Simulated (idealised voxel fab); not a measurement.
The following is a process module called voxel self aligned contacts.
Cross-sectional view cut (width: 290 nm; square cell size: 5 nm).
A cross-section is a grid of square cells, given in bands from the top down. A band is one or more rows of cells. It is stipulated that each band's entry specify, in nanometres, the height of the top of the band and then that of its bottom, followed by the materials of the band in left-to-right sequence, each together with its width in nanometres. A single material marked by the word "full width" is understood to fill the band from edge to edge; the word "air" is understood to denote empty space. Heights are reckoned from 0. Under this level, the received wafer is all of one material. The bottommost band is open-ended downward, for example "0..down". Width: "30 to 40" (first number = top row, second number = bottom row, same change from row to row of cells). Any step labelled "nothing got changed" changed none of the cells in the cross-section. Closed empty spaces (no open way to the top) of 8 cells or more are what "Trapped voids" lists, each as width x height at distance from the left edge, nm for all three. The remark found on a step's line after its settings is issued by the simulator itself and pertains to that step. A step line may carry the setting "overlay nm", which, for steps involving a mask, states the distance by which the mask lay to the right of its intended position; negative values denote displacement to the left.
Set out below are the planned steps of the process:
| 1 | RECEIVE: material Si |
| 2 | OXIDIZE: depth nm 5 |
| 3 | DIRECTIONAL_DEP: material polySi, thk nm 25 |
| 4 | DIRECTIONAL_DEP: material SiN, thk nm 20 |
| 5 | DIRECTIONAL_DEP: material aC, thk nm 10 |
| 6 | PATTERN: tone cover, mask id GATE, material resist, width nm 15, pitch nm 60, thk nm 25, overlay nm 0 |
| 7 | DIRECTIONAL_ETCH: etch materials aC, depth nm 10 |
| 8 | STRIP: etch materials resist |
| 9 | DIRECTIONAL_ETCH: etch materials SiN, depth nm 20 |
| 10 | DIRECTIONAL_ETCH: etch materials polySi, depth nm 25 |
| 11 | STRIP: etch materials aC |
| 12 | CONFORMAL_DEP: material SiN, thk nm 10 |
| 13 | DIRECTIONAL_ETCH: etch materials SiN, depth nm 10 |
| 14 | FILL_DEP: material SiO2, thk nm 20 |
| 15 | CMP: height nm 55 |
| 16 | MASKED_ETCH: tone open, mask id CONTACT, width nm 45, etch materials SiO2, depth nm 60, overlay nm 0 |
| 17 | CONFORMAL_DEP: material TiN, thk nm 5 |
| 18 | FILL_DEP: material Ru, thk nm 10 |
| 19 | CMP: height nm 55 |
| 20 | CONFORMAL_DEP: material SiN, thk nm 5 |
Be aware that, although all wafers share a common starting state, the width nm at step 6 differs among them, and the plan displays the first wafer's value.
First wafer of several, as received: cross-section after step 1:
> 0..down  Si full width
> Trapped voids: none
Below: a row per wafer. Contents at end of module: for every material, cells gained since receipt (+) or lost since receipt (-); then closed voids:
width nm 15 | +37 Ru | -58 Si | +154 SiN | +502 SiO2 | +31 TiN | +30 polySi | Trapped voids: none
width nm 20 | +27 Ru | -58 Si | +162 SiN | +494 SiO2 | +31 TiN | +40 polySi | Trapped voids: none
width nm 25 | +17 Ru | -58 Si | +170 SiN | +486 SiO2 | +31 TiN | +50 polySi | Trapped voids: none
width nm 30 | +7 Ru | -58 Si | +178 SiN | +478 SiO2 | +31 TiN | +60 polySi | Trapped voids: none
width nm 35 | +7 Ru | -58 Si | +186 SiN | +470 SiO2 | +21 TiN | +70 polySi | Trapped voids: none
width nm 40 | +7 Ru | -58 Si | +194 SiN | +462 SiO2 | +11 TiN | +80 polySi | Trapped voids: none
